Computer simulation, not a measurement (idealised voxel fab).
Name of the process module below: voxel quadruple lines
Cross-section cut spans 275 nm and uses square cells 5 nm in size.
Cross-section format: a grid of square cells, given as bands from top to bottom; each band is one or more rows of cells.
Band: top height; bottom height; in nm. Then, left to right: material with width in nm, for each material. "everywhere": a single material spanning edge to edge. "empty": empty space.
Basically, 0 is our baseline, since under it the wafer straight out of the box is all one material. The bottom band has no lower end and keeps on going down, so it looks like "z 0 and below".
The notation "30..40" denotes a width that varies across the rows of cells in the band, beginning at the first number in the top row, finishing at the second number in the bottom row, and changing by an identical amount from each row to the next.
"no modification" means the step left every cell of the cross-section as it was.
Each empty space that has no open way to the top and spans at least 8 cells appears under "Closed empty spaces" as width x height at distance, the distance counted from the left edge, all in nm.
On a step's line, text after the settings is the simulator commenting on that step.
If you see "overlay nm" on a step's line and that step has a mask, it's telling you how far right of where it was planned the mask ended up; a negative number means it went left instead.
**Here's what the planned process steps look like**
| 1 | RECEIVE with material Si |
| 2 | CONFORMAL_DEP with material SiO2, thk nm 10 |
| 3 | DIRECTIONAL_DEP with material W, thk nm 10 |
| 4 | DIRECTIONAL_DEP with material polySi, thk nm 15 |
| 5 | DIRECTIONAL_DEP with material aC, thk nm 25 |
| 6 | PATTERN with tone cover, mask id MANDREL, material resist, width nm 30, thk nm 35, overlay nm -15 |
| 7 | DIRECTIONAL_ETCH with etch materials aC, depth nm 25 |
| 8 | STRIP with etch materials resist |
| 9 | CONFORMAL_DEP with material SiO2, thk nm 10 |
| 10 | DIRECTIONAL_ETCH with etch materials SiO2, depth nm 10 |
| 11 | STRIP with etch materials aC |
| 12 | DIRECTIONAL_ETCH with etch materials polySi, depth nm 15 |
| 13 | STRIP with etch materials SiO2 |
| 14 | CONFORMAL_DEP with material SiCN, thk nm 10 |
| 15 | DIRECTIONAL_ETCH with etch materials SiCN, depth nm 10 |
| 16 | STRIP with etch materials polySi |
| 17 | DIRECTIONAL_ETCH with etch materials W, depth nm 10 |
| 18 | STRIP with etch materials SiCN |
Among the wafers covered here, the point of difference is the overlay nm at step 6; their starting state is shared, and the plan presents the value of the first wafer.
**As received, i.e. after step 1: cross-section through the first of several wafers**
> z 0 and below | Si everywhere
> Closed empty spaces: none
**Last step of the module is step 18; after it, the first of several wafers in cross-section**
> z 20 to 10 | 85 nm empty; 10 nm W; 10 nm empty; 10 nm W; 10 nm empty; 10 nm W; 10 nm empty; 10 nm W; 120 nm empty
> z 10 to 0 | SiO2 everywhere
> z 0 and below | Si everywhere
> Closed empty spaces: none
**A cross-section through the last wafer at the close of the module**
> z 20 to 10 | 115 nm empty; 10 nm W; 10 nm empty; 10 nm W; 10 nm empty; 10 nm W; 10 nm empty; 10 nm W; 90 nm empty
> z 10 to 0 | SiO2 everywhere
> z 0 and below | Si everywhere
> Closed empty spaces: none
**Row per wafer, end-of-module: cell gain (+)/loss (-) by material since the wafer came in, then closed voids**
overlay nm -15 | +110 SiO2 | +16 W | Closed empty spaces: none
overlay nm -10 | +110 SiO2 | +16 W | Closed empty spaces: none
overlay nm -5 | +110 SiO2 | +16 W | Closed empty spaces: none
overlay nm 0 | +110 SiO2 | +16 W | Closed empty spaces: none
overlay nm 5 | +110 SiO2 | +16 W | Closed empty spaces: none
overlay nm 10 | +110 SiO2 | +16 W | Closed empty spaces: none
overlay nm 15 | +110 SiO2 | +16 W | Closed empty spaces: none
